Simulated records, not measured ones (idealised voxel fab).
Process module under the name voxel transistor to metal
The cross-section on display is named cut; it measures 190 nm wide, and its cells are 5 nm squares.
In this document a cross-section is written as a grid of square cells. It is given as a series of bands, listed from the top down, and a band is one or more rows of cells.
First you get the band's top height and its bottom height, in nm, and then the materials it's made of, left to right, with each width in nm. If you see a single material with "edge to edge", that one covers the band edge to edge. "blank" is empty space.
Beneath 0, the wafer as received is one material, and that level is where height counting begins. The lowest band goes on downward without a bottom; it is written like "z 0 and below".
A width given as "30..40" starts at the first number in the band's top row and ends at the second number in its bottom row, shifting by an equal amount at every step from row to row.
Reading "nothing different" for a step: not a cell of the cross-section changed in it.
The entry "Unvented internal voids" lists the empty spaces that cover at least 8 cells and have no open path to the top. Each is written as width x height at distance, where the distance is measured from the left edge and all three values are in nm.
Step line, after settings: the simulator's comment on this step.
Steps that use a mask can have "overlay nm" on their line. It says how far the mask sat to the right of where it was meant to be. Negative means to the left.
Pairs from here to the end. Each: cross-section before one process step, cross-section after it, the latter only as far down as the lowest band that changed. Under each: the step between, and its settings. Mind that the pairs may be taken from different runs of this module on the same starting wafer; whether a pair continues from the pair above depends on its entry headed "Incoming profile", and it does only where that entry says so.
**Incoming profile**
> z 0 and below | Si edge to edge
> Unvented internal voids: none
**Sectional Result**
> z 0 to -5 | SiO2 edge to edge
> Rest of section, below -5: as before.
> Unvented internal voids: none
Between the cross-sections above, the step performed was OXIDIZE with depth nm 5
Incoming profile: see the after view in the pair directly above.
**Sectional Result**
> z 15 to 0 | SiN edge to edge
> Rest of section, below 0: as before.
> Unvented internal voids: none
Between the cross-sections above, the step performed was CONFORMAL_DEP with material SiN, thk nm 15
Incoming profile: see the after view in the pair directly above.
**Sectional Result**
> z 15 to 0 | blank 40 nm  SiN 105 nm  blank 45 nm
> Rest of section, below 0: as before.
> Unvented internal voids: none
Between the cross-sections above, the step performed was MASKED_ETCH with tone cover, mask id ACTIVE, width nm 105, etch materials SiN, depth nm 15, overlay nm 0
Incoming profile: see the after view in the pair directly above.
**Sectional Result**
> z 15 to 0 | blank 40 nm  SiN 105 nm  blank 45 nm
> z 0 to -5 | blank 40 nm  SiO2 105 nm  blank 45 nm
> Rest of section, below -5: as before.
> Unvented internal voids: none
Between the cross-sections above, the step performed was MASKED_ETCH with tone cover, mask id ACTIVE, width nm 105, etch materials SiO2, depth nm 5, overlay nm 0
Incoming profile: see the after view in the pair directly above.
**Sectional Result**
> z 15 to 0 | blank 40 nm  SiN 105 nm  blank 45 nm
> z 0 to -5 | blank 40 nm  SiO2 105 nm  blank 45 nm
> z -5 to -35 | blank 40 nm  Si 105 nm  blank 45 nm
> Rest of section, below -35: as before.
> Unvented internal voids: none
Between the cross-sections above, the step performed was MASKED_ETCH with tone cover, mask id ACTIVE, width nm 105, etch materials Si, depth nm 30, overlay nm 0
Incoming profile: see the after view in the pair directly above.
**Sectional Result**
> z 15 to 0 | blank 40 nm  SiN 105 nm  blank 45 nm
> z 0 to -5 | blank 40 nm  SiO2 105 nm  blank 45 nm
> z -5 to -35 | blank 40 nm  SiO2 5 nm  Si 95 nm  SiO2 5 nm  blank 45 nm
> z -35 to -40 | SiO2 45 nm  Si 95 nm  SiO2 50 nm
> Rest of section, below -40: as before.
> Unvented internal voids: none
Between the cross-sections above, the step performed was OXIDIZE with depth nm 5
Incoming profile: see the after view in the pair directly above.
**Sectional Result**
> z 25 to 15 | SiO2 edge to edge
> z 15 to 0 | SiO2 40 nm  SiN 105 nm  SiO2 45 nm
> z 0 to -5 | SiO2 edge to edge
> z -5 to -40 | SiO2 45 nm  Si 95 nm  SiO2 50 nm
> Rest of section, below -40: as before.
> Unvented internal voids: none
Between the cross-sections above, the step performed was FILL_DEP with material SiO2, thk nm 10
Incoming profile: see the after view in the pair directly above.
**Sectional Result**
> z 15 to 0 | SiO2 40 nm  SiN 105 nm  SiO2 45 nm
> Rest of section, below 0: as before.
> Unvented internal voids: none
Between the cross-sections above, the step performed was CMP with height nm 15
Incoming profile: see the after view in the pair directly above.
**Sectional Result**
> z 15 to 10 | blank 40 nm  SiN 105 nm  blank 45 nm
> Rest of section, below 10: as before.
> Unvented internal voids: none
Between the cross-sections above, the step performed was SELECTIVE_ETCH with etch materials SiO2, depth nm 5
Incoming profile: see the after view in the pair directly above.
**Sectional Result**
> z 10 to 0 | SiO2 40 nm  blank 105 nm  SiO2 45 nm
> Rest of section, below 0: as before.
> Unvented internal voids: none
Between the cross-sections above, the step performed was STRIP with etch materials SiN
Incoming profile: see the after view in the pair directly above.
**Sectional Result**
> z 5 to -5 | SiO2 35 nm  blank 115 nm  SiO2 40 nm
> Rest of section, below -5: as before.
> Unvented internal voids: none
Between the cross-sections above, the step performed was SELECTIVE_ETCH with etch materials SiO2, depth nm 5
Incoming profile: see the after view in the pair directly above.
**Sectional Result**
> z 5 to -5 | SiO2 35 nm  blank 115 nm  SiO2 40 nm
> z -5 to -10 | SiO2 edge to edge
> Rest of section, below -10: as before.
> Unvented internal voids: none
Between the cross-sections above, the step performed was OXIDIZE with depth nm 5
Incoming profile: see the after view in the pair directly above.
**Sectional Result**
> z 25 to 15 | polySi 35 nm  blank 115 nm  polySi 40 nm
> z 15 to 5 | polySi edge to edge
> z 5 to -5 | SiO2 35 nm  polySi 115 nm  SiO2 40 nm
> Rest of section, below -5: as before.
> Unvented internal voids: none
Between the cross-sections above, the step performed was DIRECTIONAL_DEP with material polySi, thk nm 20
Incoming profile: see the after view in the pair directly above.
**Sectional Result**
> z 35 to 25 | SiCN 35 nm  blank 115 nm  SiCN 40 nm
> z 25 to 15 | polySi 35 nm  SiCN 115 nm  polySi 40 nm
> Rest of section, below 15: as before.
> Unvented internal voids: none
Between the cross-sections above, the step performed was DIRECTIONAL_DEP with material SiCN, thk nm 10
Incoming profile: see the after view in the pair directly above.
**Sectional Result**
> z 25 to 15 | polySi 35 nm  blank 50 nm  SiCN 15 nm  blank 50 nm  polySi 40 nm
> Rest of section, below 15: as before.
> Unvented internal voids: none
Between the cross-sections above, the step performed was MASKED_ETCH with tone cover, mask id GATE, width nm 15, etch materials SiCN, depth nm 20, overlay nm 0
Incoming profile: see the after view in the pair directly above.
**Sectional Result**
> z 25 to 15 | blank 85 nm  SiCN 15 nm  blank 90 nm
> z 15 to 5 | blank 85 nm  polySi 15 nm  blank 90 nm
> z 5 to -5 | SiO2 35 nm  blank 50 nm  polySi 15 nm  blank 50 nm  SiO2 40 nm
> Rest of section, below -5: as before.
> Unvented internal voids: none
Between the cross-sections above, the step performed was MASKED_ETCH with tone cover, mask id GATE, width nm 15, etch materials polySi, depth nm 30, overlay nm 0
Incoming profile: see the after view in the pair directly above.
**Sectional Result**
> z 30 to 25 | blank 80 nm  SiO2 25 nm  blank 85 nm
> z 25 to 15 | blank 80 nm  SiO2 5 nm  SiCN 15 nm  SiO2 5 nm  blank 85 nm
> z 15 to 10 | blank 80 nm  SiO2 5 nm  polySi 15 nm  SiO2 5 nm  blank 85 nm
> z 10 to 0 | SiO2 40 nm  blank 40 nm  SiO2 5 nm  polySi 15 nm  SiO2 5 nm  blank 40 nm  SiO2 45 nm
> z 0 to -5 | SiO2 85 nm  polySi 15 nm  SiO2 90 nm
> Rest of section, below -5: as before.
> Unvented internal voids: none
Between the cross-sections above, the step performed was CONFORMAL_DEP with material SiO2, thk nm 5
Incoming profile: see the after view in the pair directly above.
**Sectional Result**
> z 25 to 15 | blank 80 nm  SiO2 5 nm  SiCN 15 nm  SiO2 5 nm  blank 85 nm
> z 15 to 5 | blank 80 nm  SiO2 5 nm  polySi 15 nm  SiO2 5 nm  blank 85 nm
> z 5 to -5 | SiO2 40 nm  blank 40 nm  SiO2 5 nm  polySi 15 nm  SiO2 5 nm  blank 40 nm  SiO2 45 nm
> Rest of section, below -5: as before.
> Unvented internal voids: none
Between the cross-sections above, the step performed was DIRECTIONAL_ETCH with etch materials SiO2, depth nm 5
Incoming profile: see the after view in the pair directly above.
**Sectional Result**
> z 30 to 25 | blank 75 nm  SiN 35 nm  blank 80 nm
> z 25 to 15 | blank 75 nm  SiN 5 nm  SiO2 5 nm  SiCN 15 nm  SiO2 5 nm  SiN 5 nm  blank 80 nm
> z 15 to 10 | blank 75 nm  SiN 5 nm  SiO2 5 nm  polySi 15 nm  SiO2 5 nm  SiN 5 nm  blank 80 nm
> z 10 to 5 | SiN 45 nm  blank 30 nm  SiN 5 nm  SiO2 5 nm  polySi 15 nm  SiO2 5 nm  SiN 5 nm  blank 30 nm  SiN 50 nm
> z 5 to 0 | SiO2 40 nm  SiN 5 nm  blank 30 nm  SiN 5 nm  SiO2 5 nm  polySi 15 nm  SiO2 5 nm  SiN 5 nm  blank 30 nm  SiN 5 nm  SiO2 45 nm
> z 0 to -5 | SiO2 40 nm  SiN 40 nm  SiO2 5 nm  polySi 15 nm  SiO2 5 nm  SiN 40 nm  SiO2 45 nm
> Rest of section, below -5: as before.
> Unvented internal voids: none
Between the cross-sections above, the step performed was CONFORMAL_DEP with material SiN, thk nm 5
Incoming profile: see the after view in the pair directly above.
**Sectional Result**
> z 25 to 15 | blank 75 nm  SiN 5 nm  SiO2 5 nm  SiCN 15 nm  SiO2 5 nm  SiN 5 nm  blank 80 nm
> z 15 to 5 | blank 75 nm  SiN 5 nm  SiO2 5 nm  polySi 15 nm  SiO2 5 nm  SiN 5 nm  blank 80 nm
> z 5 to -5 | SiO2 40 nm  SiN 5 nm  blank 30 nm  SiN 5 nm  SiO2 5 nm  polySi 15 nm  SiO2 5 nm  SiN 5 nm  blank 30 nm  SiN 5 nm  SiO2 45 nm
> Rest of section, below -5: as before.
> Unvented internal voids: none
Between the cross-sections above, the step performed was DIRECTIONAL_ETCH with etch materials SiN, depth nm 5
Incoming profile: see the after view in the pair directly above.
**Sectional Result**
> z 25 to 20 | blank 75 nm  SiN 5 nm  blank 5 nm  SiCN 15 nm  blank 5 nm  SiN 5 nm  blank 80 nm
> z 20 to 15 | blank 75 nm  SiN 5 nm  SiO2 5 nm  SiCN 15 nm  SiO2 5 nm  SiN 5 nm  blank 80 nm
> z 15 to 5 | blank 75 nm  SiN 5 nm  SiO2 5 nm  polySi 15 nm  SiO2 5 nm  SiN 5 nm  blank 80 nm
> z 5 to 0 | blank 40 nm  SiN 5 nm  blank 30 nm  SiN 5 nm  SiO2 5 nm  polySi 15 nm  SiO2 5 nm  SiN 5 nm  blank 30 nm  SiN 5 nm  blank 45 nm
> z 0 to -5 | SiO2 40 nm  SiN 5 nm  blank 30 nm  SiN 5 nm  SiO2 5 nm  polySi 15 nm  SiO2 5 nm  SiN 5 nm  blank 30 nm  SiN 5 nm  SiO2 45 nm
> z -5 to -10 | SiO2 45 nm  blank 30 nm  SiO2 35 nm  blank 30 nm  SiO2 50 nm
> Rest of section, below -10: as before.
> Unvented internal voids: none
Between the cross-sections above, the step performed was DIRECTIONAL_ETCH with etch materials SiO2, depth nm 5
Incoming profile: see the after view in the pair directly above.
**Sectional Result**
> z 25 to 20 | blank 75 nm  SiN 5 nm  blank 5 nm  SiCN 15 nm  blank 5 nm  SiN 5 nm  blank 80 nm
> z 20 to 15 | blank 75 nm  SiN 5 nm  SiO2 5 nm  SiCN 15 nm  SiO2 5 nm  SiN 5 nm  blank 80 nm
> z 15 to 5 | blank 75 nm  SiN 5 nm  SiO2 5 nm  polySi 15 nm  SiO2 5 nm  SiN 5 nm  blank 80 nm
> z 5 to 0 | blank 40 nm  SiN 5 nm  blank 30 nm  SiN 5 nm  SiO2 5 nm  polySi 15 nm  SiO2 5 nm  SiN 5 nm  blank 30 nm  SiN 5 nm  blank 45 nm
> z 0 to -5 | SiO2 40 nm  SiN 5 nm  blank 30 nm  SiN 5 nm  SiO2 5 nm  polySi 15 nm  SiO2 5 nm  SiN 5 nm  blank 30 nm  SiN 5 nm  SiO2 45 nm
> z -5 to -10 | SiO2 45 nm  blank 30 nm  SiO2 35 nm  blank 30 nm  SiO2 50 nm
> z -10 to -25 | SiO2 45 nm  blank 30 nm  Si 35 nm  blank 30 nm  SiO2 50 nm
> Rest of section, below -25: as before.
> Unvented internal voids: none
Between the cross-sections above, the step performed was DIRECTIONAL_ETCH with etch materials Si, depth nm 15
Incoming profile: see the after view in the pair directly above.
**Sectional Result**
> z 25 to 20 | blank 75 nm  SiN 5 nm  blank 5 nm  SiCN 15 nm  blank 5 nm  SiN 5 nm  blank 80 nm
> z 20 to 15 | blank 75 nm  SiN 5 nm  SiO2 5 nm  SiCN 15 nm  SiO2 5 nm  SiN 5 nm  blank 80 nm
> z 15 to 5 | blank 75 nm  SiN 5 nm  SiO2 5 nm  polySi 15 nm  SiO2 5 nm  SiN 5 nm  blank 80 nm
> z 5 to 0 | blank 40 nm  SiN 5 nm  blank 15 nm  nSi 15 nm  SiN 5 nm  SiO2 5 nm  polySi 15 nm  SiO2 5 nm  SiN 5 nm  nSi 15 nm  blank 15 nm  SiN 5 nm  blank 45 nm
> z 0 to -5 | SiO2 40 nm  SiN 5 nm  blank 15 nm  nSi 15 nm  SiN 5 nm  SiO2 5 nm  polySi 15 nm  SiO2 5 nm  SiN 5 nm  nSi 15 nm  blank 15 nm  SiN 5 nm  SiO2 45 nm
> z -5 to -10 | SiO2 45 nm  blank 15 nm  nSi 15 nm  SiO2 35 nm  nSi 15 nm  blank 15 nm  SiO2 50 nm
> z -10 to -25 | SiO2 45 nm  nSi 30 nm  Si 35 nm  nSi 30 nm  SiO2 50 nm
> Rest of section, below -25: as before.
> Unvented internal voids: none
Between the cross-sections above, the step performed was EPI with material nSi, thk nm 15
Incoming profile: see the after view in the pair directly above.
**Sectional Result**
> z 35 to 25 | SiO2 edge to edge
> z 25 to 15 | SiO2 75 nm  SiN 5 nm  SiO2 5 nm  SiCN 15 nm  SiO2 5 nm  SiN 5 nm  SiO2 80 nm
> z 15 to 5 | SiO2 75 nm  SiN 5 nm  SiO2 5 nm  polySi 15 nm  SiO2 5 nm  SiN 5 nm  SiO2 80 nm
> z 5 to -5 | SiO2 40 nm  SiN 5 nm  SiO2 15 nm  nSi 15 nm  SiN 5 nm  SiO2 5 nm  polySi 15 nm  SiO2 5 nm  SiN 5 nm  nSi 15 nm  SiO2 15 nm  SiN 5 nm  SiO2 45 nm
> z -5 to -10 | SiO2 60 nm  nSi 15 nm  SiO2 35 nm  nSi 15 nm  SiO2 65 nm
> Rest of section, below -10: as before.
> Unvented internal voids: none
Between the cross-sections above, the step performed was FILL_DEP with material SiO2, thk nm 10
Incoming profile: see the after view in the pair directly above.
**Sectional Result**
> z 25 to 15 | SiO2 75 nm  SiN 5 nm  SiO2 5 nm  SiCN 15 nm  SiO2 5 nm  SiN 5 nm  SiO2 80 nm
> Rest of section, below 15: as before.
> Unvented internal voids: none
Between the cross-sections above, the step performed was CMP with height nm 25
Incoming profile: see the after view in the pair directly above.
**Sectional Result**
> z 35 to 25 | SiO2 edge to edge
> Rest of section, below 25: as before.
> Unvented internal voids: none
Between the cross-sections above, the step performed was DIRECTIONAL_DEP with material SiO2, thk nm 10
Incoming profile: see the after view in the pair directly above.
**Sectional Result**
> z 45 to 35 | aC edge to edge
> Rest of section, below 35: as before.
> Unvented internal voids: none
Between the cross-sections above, the step performed was DIRECTIONAL_DEP with material aC, thk nm 10
Incoming profile: see the after view in the pair directly above.
**Sectional Result**
> z 75 to 45 | resist 50 nm  blank 30 nm  resist 25 nm  blank 30 nm  resist 55 nm
> Rest of section, below 45: as before.
> Unvented internal voids: none
Between the cross-sections above, the step performed was PATTERN with tone open, mask id CONTACT, material resist, width nm 30, pitch nm 55, thk nm 30, overlay nm 0
Incoming profile: see the after view in the pair directly above.
**Sectional Result**
> z 65 to 45 | resist 50 nm  blank 30 nm  resist 25 nm  blank 30 nm  resist 55 nm
> z 45 to 35 | aC 50 nm  blank 30 nm  aC 25 nm  blank 30 nm  aC 55 nm
> Rest of section, below 35: as before.
> Unvented internal voids: none
Between the cross-sections above, the step performed was DIRECTIONAL_ETCH with etch materials aC, depth nm 10
Incoming profile: see the after view in the pair directly above.
**Sectional Result**
> z 45 to 35 | aC 50 nm  blank 30 nm  aC 25 nm  blank 30 nm  aC 55 nm
> Rest of section, below 35: as before.
> Unvented internal voids: none
Between the cross-sections above, the step performed was STRIP with etch materials resist
Incoming profile: see the after view in the pair directly above.
**Sectional Result**
> z 45 to 35 | aC 50 nm  blank 30 nm  aC 25 nm  blank 30 nm  aC 55 nm
> z 35 to 25 | SiO2 50 nm  blank 30 nm  SiO2 25 nm  blank 30 nm  SiO2 55 nm
> z 25 to 15 | SiO2 50 nm  blank 25 nm  SiN 5 nm  SiO2 5 nm  SiCN 15 nm  SiO2 5 nm  SiN 5 nm  blank 25 nm  SiO2 55 nm
> z 15 to 5 | SiO2 50 nm  blank 25 nm  SiN 5 nm  SiO2 5 nm  polySi 15 nm  SiO2 5 nm  SiN 5 nm  blank 25 nm  SiO2 55 nm
> z 5 to -5 | SiO2 40 nm  SiN 5 nm  SiO2 5 nm  blank 10 nm  nSi 15 nm  SiN 5 nm  SiO2 5 nm  polySi 15 nm  SiO2 5 nm  SiN 5 nm  nSi 15 nm  blank 10 nm  SiO2 5 nm  SiN 5 nm  SiO2 45 nm
> z -5 to -10 | SiO2 50 nm  blank 10 nm  nSi 15 nm  SiO2 35 nm  nSi 15 nm  blank 10 nm  SiO2 55 nm
> Rest of section, below -10: as before.
> Unvented internal voids: none
Between the cross-sections above, the step performed was DIRECTIONAL_ETCH with etch materials SiO2, depth nm 45
Incoming profile: see the after view in the pair directly above.
**Sectional Result**
> z 35 to 25 | SiO2 50 nm  blank 30 nm  SiO2 25 nm  blank 30 nm  SiO2 55 nm
> Rest of section, below 25: as before.
> Unvented internal voids: none
Between the cross-sections above, the step performed was STRIP with etch materials aC
Incoming profile: see the after view in the pair directly above.
**Sectional Result**
> z 40 to 35 | TiN 55 nm  blank 20 nm  TiN 35 nm  blank 20 nm  TiN 60 nm
> z 35 to 25 | SiO2 50 nm  TiN 5 nm  blank 20..15 nm  TiN 5..10 nm  SiO2 25 nm  TiN 5..10 nm  blank 20..15 nm  TiN 5 nm  SiO2 55 nm
> z 25 to 15 | SiO2 50 nm  TiN 5 nm  blank 15 nm  TiN 5 nm  SiN 5 nm  SiO2 5 nm  SiCN 15 nm  SiO2 5 nm  SiN 5 nm  TiN 5 nm  blank 15 nm  TiN 5 nm  SiO2 55 nm
> z 15 to 10 | SiO2 50 nm  TiN 5 nm  blank 15 nm  TiN 5 nm  SiN 5 nm  SiO2 5 nm  polySi 15 nm  SiO2 5 nm  SiN 5 nm  TiN 5 nm  blank 15 nm  TiN 5 nm  SiO2 55 nm
> z 10 to 5 | SiO2 50 nm  TiN 25 nm  SiN 5 nm  SiO2 5 nm  polySi 15 nm  SiO2 5 nm  SiN 5 nm  TiN 25 nm  SiO2 55 nm
> z 5 to -5 | SiO2 40 nm  SiN 5 nm  SiO2 5 nm  TiN 10 nm  nSi 15 nm  SiN 5 nm  SiO2 5 nm  polySi 15 nm  SiO2 5 nm  SiN 5 nm  nSi 15 nm  TiN 10 nm  SiO2 5 nm  SiN 5 nm  SiO2 45 nm
> z -5 to -10 | SiO2 50 nm  TiN 10 nm  nSi 15 nm  SiO2 35 nm  nSi 15 nm  TiN 10 nm  SiO2 55 nm
> Rest of section, below -10: as before.
> Unvented internal voids: none
Between the cross-sections above, the step performed was CONFORMAL_DEP with material TiN, thk nm 5
Incoming profile: see the after view in the pair directly above.
**Sectional Result**
> z 50 to 40 | W edge to edge
> z 40 to 35 | TiN 55 nm  W 20 nm  TiN 35 nm  W 20 nm  TiN 60 nm
> z 35 to 25 | SiO2 50 nm  TiN 5 nm  W 20..15 nm  TiN 5..10 nm  SiO2 25 nm  TiN 5..10 nm  W 20..15 nm  TiN 5 nm  SiO2 55 nm
> z 25 to 15 | SiO2 50 nm  TiN 5 nm  W 15 nm  TiN 5 nm  SiN 5 nm  SiO2 5 nm  SiCN 15 nm  SiO2 5 nm  SiN 5 nm  TiN 5 nm  W 15 nm  TiN 5 nm  SiO2 55 nm
> z 15 to 10 | SiO2 50 nm  TiN 5 nm  W 15 nm  TiN 5 nm  SiN 5 nm  SiO2 5 nm  polySi 15 nm  SiO2 5 nm  SiN 5 nm  TiN 5 nm  W 15 nm  TiN 5 nm  SiO2 55 nm
> Rest of section, below 10: as before.
> Unvented internal voids: none
Between the cross-sections above, the step performed was FILL_DEP with material W, thk nm 10
Incoming profile: see the after view in the pair directly above.
**Sectional Result**
> z 35 to 25 | SiO2 50 nm  TiN 5 nm  W 20..15 nm  TiN 5..10 nm  SiO2 25 nm  TiN 5..10 nm  W 20..15 nm  TiN 5 nm  SiO2 55 nm
> Rest of section, below 25: as before.
> Unvented internal voids: none
Between the cross-sections above, the step performed was CMP with height nm 35
Incoming profile: see the after view in the pair directly above.
**Sectional Result**
> z 40 to 35 | TiN edge to edge
> Rest of section, below 35: as before.
> Unvented internal voids: none
Between the cross-sections above, the step performed was DIRECTIONAL_DEP with material TiN, thk nm 5
Incoming profile: see the after view in the pair directly above.
**Sectional Result**
> z 55 to 40 | Ru edge to edge
> Rest of section, below 40: as before.
> Unvented internal voids: none
Between the cross-sections above, the step performed was DIRECTIONAL_DEP with material Ru, thk nm 15
Incoming profile: see the after view in the pair directly above.
**Sectional Result**
> z 75 to 55 | blank 50 nm  resist 15 nm  blank 55 nm  resist 15 nm  blank 55 nm
> Rest of section, below 55: as before.
> Unvented internal voids: none
Between the cross-sections above, the step performed was PATTERN with tone cover, mask id METAL_1, material resist, width nm 15, pitch nm 70, thk nm 20, overlay nm 0
Incoming profile: see the after view in the pair directly above.
**Sectional Result**
> z 75 to 55 | blank 50 nm  resist 15 nm  blank 55 nm  resist 15 nm  blank 55 nm
> z 55 to 40 | blank 50 nm  Ru 15 nm  blank 55 nm  Ru 15 nm  blank 55 nm
> Rest of section, below 40: as before.
> Unvented internal voids: none
Between the cross-sections above, the step performed was DIRECTIONAL_ETCH with etch materials Ru, depth nm 15
Incoming profile: see the after view in the pair directly above.
**Sectional Result**
> z 75 to 55 | blank 50 nm  resist 15 nm  blank 55 nm  resist 15 nm  blank 55 nm
> z 55 to 40 | blank 50 nm  Ru 15 nm  blank 55 nm  Ru 15 nm  blank 55 nm
> z 40 to 35 | blank 50 nm  TiN 15 nm  blank 55 nm  TiN 15 nm  blank 55 nm
> Rest of section, below 35: as before.
> Unvented internal voids: none
Between the cross-sections above, the step performed was DIRECTIONAL_ETCH with etch materials TiN, depth nm 5
Incoming profile: see the after view in the pair directly above.
**Sectional Result**
> z 55 to 40 | blank 50 nm  Ru 15 nm  blank 55 nm  Ru 15 nm  blank 55 nm
> Rest of section, below 40: as before.
> Unvented internal voids: none
Between the cross-sections above, the step performed was STRIP with etch materials resist
Incoming profile: see the after view in the pair directly above.
**Sectional Result**
> z 60 to 55 | blank 45 nm  SiN 25 nm  blank 45 nm  SiN 25 nm  blank 50 nm
> z 55 to 40 | blank 45 nm  SiN 5 nm  Ru 15 nm  SiN 5 nm  blank 45 nm  SiN 5 nm  Ru 15 nm  SiN 5 nm  blank 50 nm
> z 40 to 35 | SiN 50 nm  TiN 15 nm  SiN 55 nm  TiN 15 nm  SiN 55 nm
> Rest of section, below 35: as before.
> Unvented internal voids: none
Between the cross-sections above, the step performed was CONFORMAL_DEP with material SiN, thk nm 5
Incoming profile: see the after view in the pair directly above.
**Sectional Result**
> z 65 to 60 | SiO2 edge to edge
> z 60 to 55 | SiO2 45 nm  SiN 25 nm  SiO2 45 nm  SiN 25 nm  SiO2 50 nm
> z 55 to 40 | SiO2 45 nm  SiN 5 nm  Ru 15 nm  SiN 5 nm  SiO2 45 nm  SiN 5 nm  Ru 15 nm  SiN 5 nm  SiO2 50 nm
> Rest of section, below 40: as before.
> Unvented internal voids: none
Between the cross-sections above, the step performed was FILL_DEP with material SiO2, thk nm 5
Incoming profile: see the after view in the pair directly above.
**Sectional Result**
> z 55 to 40 | SiO2 45 nm  SiN 5 nm  Ru 15 nm  SiN 5 nm  SiO2 45 nm  SiN 5 nm  Ru 15 nm  SiN 5 nm  SiO2 50 nm
> Rest of section, below 40: as before.
> Unvented internal voids: none
Between the cross-sections above, the step performed was CMP with height nm 55
Incoming profile: see the after view in the pair directly above.
**Sectional Result**
> z 60 to 55 | SiCN edge to edge
> Rest of section, below 55: as before.
> Unvented internal voids: none
Between the cross-sections above, the step performed was CONFORMAL_DEP with material SiCN, thk nm 5
Incoming profile: see the after view in the pair directly above.
**Sectional Result**
> z 90 to 60 | SiO2 edge to edge
> Rest of section, below 60: as before.
> Unvented internal voids: none
Between the cross-sections above, the step performed was DIRECTIONAL_DEP with material SiO2, thk nm 30
Incoming profile: see the after view in the pair directly above.
**Sectional Result**
> z 105 to 90 | aC edge to edge
> Rest of section, below 90: as before.
> Unvented internal voids: none
Between the cross-sections above, the step performed was DIRECTIONAL_DEP with material aC, thk nm 15
Incoming profile: see the after view in the pair directly above.
**Sectional Result**
> z 135 to 105 | resist 50 nm  blank 15 nm  resist 55 nm  blank 15 nm  resist 55 nm
> Rest of section, below 105: as before.
> Unvented internal voids: none
Between the cross-sections above, the step performed was PATTERN with tone open, mask id METAL_2, material resist, width nm 15, pitch nm 70, thk nm 30, overlay nm 0
Incoming profile: see the after view in the pair directly above.
**Sectional Result**
> z 120 to 105 | resist 50 nm  blank 15 nm  resist 55 nm  blank 15 nm  resist 55 nm
> z 105 to 90 | aC 50 nm  blank 15 nm  aC 55 nm  blank 15 nm  aC 55 nm
> Rest of section, below 90: as before.
> Unvented internal voids: none
Between the cross-sections above, the step performed was DIRECTIONAL_ETCH with etch materials aC, depth nm 15
Incoming profile: see the after view in the pair directly above.
**Sectional Result**
> z 105 to 90 | aC 50 nm  blank 15 nm  aC 55 nm  blank 15 nm  aC 55 nm
> Rest of section, below 90: as before.
> Unvented internal voids: none
Between the cross-sections above, the step performed was STRIP with etch materials resist
Incoming profile: see the after view in the pair directly above.
**Sectional Result**
> z 105 to 90 | aC 50 nm  blank 15 nm  aC 55 nm  blank 15 nm  aC 55 nm
> z 90 to 70 | SiO2 50 nm  blank 15 nm  SiO2 55 nm  blank 15 nm  SiO2 55 nm
> Rest of section, below 70: as before.
> Unvented internal voids: none
Between the cross-sections above, the step performed was DIRECTIONAL_ETCH with etch materials SiO2, depth nm 20
Incoming profile: see the after view in the pair directly above.
**Sectional Result**
> z 90 to 70 | SiO2 50 nm  blank 15 nm  SiO2 55 nm  blank 15 nm  SiO2 55 nm
> Rest of section, below 70: as before.
> Unvented internal voids: none
Between the cross-sections above, the step performed was STRIP with etch materials aC
Incoming profile: see the after view in the pair directly above.
**Sectional Result**
> z 90 to 60 | SiO2 50 nm  blank 15 nm  SiO2 55 nm  blank 15 nm  SiO2 55 nm
> Rest of section, below 60: as before.
> Unvented internal voids: none
Between the cross-sections above, the step performed was MASKED_ETCH with tone open, mask id METAL_2_HOLES, width nm 15, pitch nm 70, etch materials SiO2, depth nm 10, overlay nm 0
Incoming profile: see the after view in the pair directly above.
**Sectional Result**
> z 90 to 60 | SiO2 50 nm  blank 15 nm  SiO2 55 nm  blank 15 nm  SiO2 55 nm
> z 60 to 55 | SiCN 50 nm  blank 15 nm  SiCN 55 nm  blank 15 nm  SiCN 55 nm
> Rest of section, below 55: as before.
> Unvented internal voids: none
Between the cross-sections above, the step performed was MASKED_ETCH with tone open, mask id METAL_2_HOLES, width nm 15, pitch nm 70, etch materials SiCN, depth nm 5, overlay nm 0
Incoming profile: see the after view in the pair directly above.
**Sectional Result**
> z 95 to 90 | TiN 55 nm  blank 5 nm  TiN 65 nm  blank 5 nm  TiN 60 nm
> z 90 to 60 | SiO2 50 nm  TiN 5 nm  blank 5 nm  TiN 5 nm  SiO2 55 nm  TiN 5 nm  blank 5 nm  TiN 5 nm  SiO2 55 nm
> z 60 to 55 | SiCN 50 nm  TiN 15 nm  SiCN 55 nm  TiN 15 nm  SiCN 55 nm
> Rest of section, below 55: as before.
> Unvented internal voids: none
Between the cross-sections above, the step performed was CONFORMAL_DEP with material TiN, thk nm 5
Incoming profile: see the after view in the pair directly above.
**Sectional Result**
> z 100 to 95 | Cu edge to edge
> z 95 to 90 | TiN 55 nm  Cu 5 nm  TiN 65 nm  Cu 5 nm  TiN 60 nm
> z 90 to 60 | SiO2 50 nm  TiN 5 nm  Cu 5 nm  TiN 5 nm  SiO2 55 nm  TiN 5 nm  Cu 5 nm  TiN 5 nm  SiO2 55 nm
> Rest of section, below 60: as before.
> Unvented internal voids: none
Between the cross-sections above, the step performed was FILL_DEP with material Cu, thk nm 5
Incoming profile: see the after view in the pair directly above.
**Sectional Result**
> z 90 to 60 | SiO2 50 nm  TiN 5 nm  Cu 5 nm  TiN 5 nm  SiO2 55 nm  TiN 5 nm  Cu 5 nm  TiN 5 nm  SiO2 55 nm
> Rest of section, below 60: as before.
> Unvented internal voids: none
Between the cross-sections above, the step performed was CMP with height nm 90
Incoming profile: see the after view in the pair directly above.
**Sectional Result**
> z 95 to 90 | SiCN edge to edge
> Rest of section, below 90: as before.
> Unvented internal voids: none
Between the cross-sections above, the step performed was CONFORMAL_DEP with material SiCN, thk nm 5
**Incoming profile**
> z 25 to 15 | blank 85 nm  SiCN 15 nm  blank 90 nm
> z 15 to 5 | blank 85 nm  polySi 15 nm  blank 90 nm
> z 5 to -5 | SiO2 35 nm  blank 50 nm  polySi 15 nm  blank 50 nm  SiO2 40 nm
> z -5 to -10 | SiO2 edge to edge
> z -10 to -40 | SiO2 45 nm  Si 95 nm  SiO2 50 nm
> z -40 and below | Si edge to edge
> Unvented internal voids: none
**Sectional Result**
> z 25 to 15 | blank 85 nm  SiCN 15 nm  blank 90 nm
> z 15 to 0 | blank 85 nm  polySi 15 nm  blank 90 nm
> z 0 to -5 | SiO2 35 nm  blank 50 nm  polySi 15 nm  blank 50 nm  SiO2 40 nm
> z -5 to -10 | SiO2 35 nm  blank 50 nm  SiO2 15 nm  blank 50 nm  SiO2 40 nm
> Rest of section, below -10: as before.
> Unvented internal voids: none
Between the cross-sections above, the step performed was DIRECTIONAL_ETCH with etch materials SiO2, depth nm 5
